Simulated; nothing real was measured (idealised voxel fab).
You're looking at the process module voxel released beams.
This is section cut - it's 290 nm across, gridded in 5 nm square cells.
Heads up, the way a cross-section reads in here is a grid of square cells, handed over as bands from the top down, with every band being one or more rows of cells.
For a band, the entry starts with two heights in nm, that of the top and then that of the bottom, and carries on with the band's materials in order from left to right, each alongside its width in nm; the word "throughout" beside a single material means it fills the band edge to edge, and "empty" means empty space.
Height 0 is the level under which the wafer as received is all one material. The lowest band goes on downwards, as in "from 0 down".
Graded width ("30 to 40"): value in top row of band = first number; value in bottom row = second number; row-to-row change constant.
Key: "same as before" - step with no changed cell in the cross-section.
Look at "Unvented internal voids" for the closed voids: empty spaces with no open path to the top, sized 8 cells or up. Each is width x height at distance, distance from the left edge, all nm.
That trailing text on a step's line, after the settings, is the simulator's own remark on the step.
overlay nm: how far to the right of its planned place the mask lay on this masked step (negative: to the left).

Process steps (planned):
- 1: RECEIVE [material Si]
- 2: CONFORMAL_DEP [material Al2O3] [thk nm 10]
- 3: DIRECTIONAL_DEP [material SiO2] [thk nm 10]
- 4: PATTERN [tone open] [mask id ANCHOR] [material resist] [width nm 25] [thk nm 20] [overlay nm 0]
- 5: DIRECTIONAL_ETCH [etch materials SiO2] [depth nm 10]
- 6: STRIP [etch materials resist]
- 7: CONFORMAL_DEP [material SiN] [thk nm 10]
- 8: MASKED_ETCH [tone cover] [mask id BEAM] [width nm 80] [etch materials SiN] [depth nm 10] [overlay nm 0]
- 9: STRIP [etch materials SiO2]

As received (post step 1): cross-section:
- from 0 down: Si throughout
- Unvented internal voids: none

The module was run from the start shown above using the plan shown above, but one mistake was made doing it; the resulting wafer cross-section is below:
- from 30 to 20: empty 105 nm / SiN 10 nm / empty 5 nm / SiN 60 nm / empty 110 nm
- from 20 to 10: empty 105 nm / SiN 25 nm / empty 160 nm
- from 10 to 0: Al2O3 throughout
- from 0 down: Si throughout
- Unvented internal voids: none
Run error: step 8, actual vs plan mismatch, actual run MASKED_ETCH [tone cover] [mask id BEAM] [width nm 75] [etch materials SiN] [depth nm 10] [overlay nm 0]
